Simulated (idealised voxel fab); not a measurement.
Module name: voxel ribs on slabs (process module)
In the cross-section labelled cut, the width is 260 nm and each square cell is 5 nm.
For the purposes of this document, a cross-section shall be understood as a grid of square cells, specified as bands listed in top-to-bottom order, each band consisting of one or more rows of cells.
In this notation a band is specified by the heights of its top and bottom, in that order and in nm, after which its materials appear from left to right, each paired with its width in nm. The word "full width" attached to a single material means that material fills the band from edge to edge; the word "air" stands for empty space.
Heights are reckoned from 0. Under this level, the received wafer is all of one material. The bottommost band is open-ended downward, for example "z 0 and below".
Read "30 to 40" as a graded width: first number on top, second number at the bottom, same change between each pair of neighbouring rows.
No cell of the cross-section changed in a step that is given as "no alteration".
Empty spaces without an open route to the top, at least 8 cells in extent, make up the entry "Sealed void inventory"; each is given as width x height at distance, where the distance is measured from the left edge, and all are in nm.
Step line, after settings: the simulator's comment on this step.
"overlay nm" denotes, for a step that has a mask, the displacement of the mask to the right of its planned place, with negative values corresponding to the left.
These are the steps we planned for the process:
| 1 | RECEIVE with material Si |
| 2 | DIRECTIONAL_DEP with material SiO2, thk nm 30 |
| 3 | DIRECTIONAL_DEP with material SiN, thk nm 15 |
| 4 | PATTERN with tone cover, mask id RIB, material resist, width nm 20, thk nm 15, overlay nm 0 |
| 5 | DIRECTIONAL_ETCH with etch materials SiN, depth nm 10 |
| 6 | STRIP with etch materials resist |
| 7 | PATTERN with tone cover, mask id SLAB, material resist, width nm 50, thk nm 20, overlay nm 0 |
| 8 | DIRECTIONAL_ETCH with etch materials SiN, depth nm 5 |
| 9 | STRIP with etch materials resist |
| 10 | FILL_DEP with material SiO2, thk nm 20 |
| 11 | CMP with height nm 60 |
| 12 | DIRECTIONAL_DEP with material W, thk nm 5 |
| 13 | PATTERN with tone cover, mask id HEATER, material resist, width nm 30, thk nm 20, overlay nm 0 |
| 14 | DIRECTIONAL_ETCH with etch materials W, depth nm 5 |
| 15 | STRIP with etch materials resist |
| 16 | CONFORMAL_DEP with material SiN, thk nm 10 |
Incoming wafer, cross-sectional view, post step 1:
	z 0 and below | Si full width
	Sealed void inventory: none
Wafer cross-section at end of module: start and plan as shown above, one execution error:
	z 65 to 60 | 115 air | 30 W | 115 air
	z 60 to 45 | SiO2 full width
	z 45 to 35 | 120 SiO2 | 20 SiN | 120 SiO2
	z 35 to 30 | 105 SiO2 | 50 SiN | 105 SiO2
	z 30 to 0 | SiO2 full width
	z 0 and below | Si full width
	Sealed void inventory: none
Processing error: step 16 of the plan was omitted and not executed
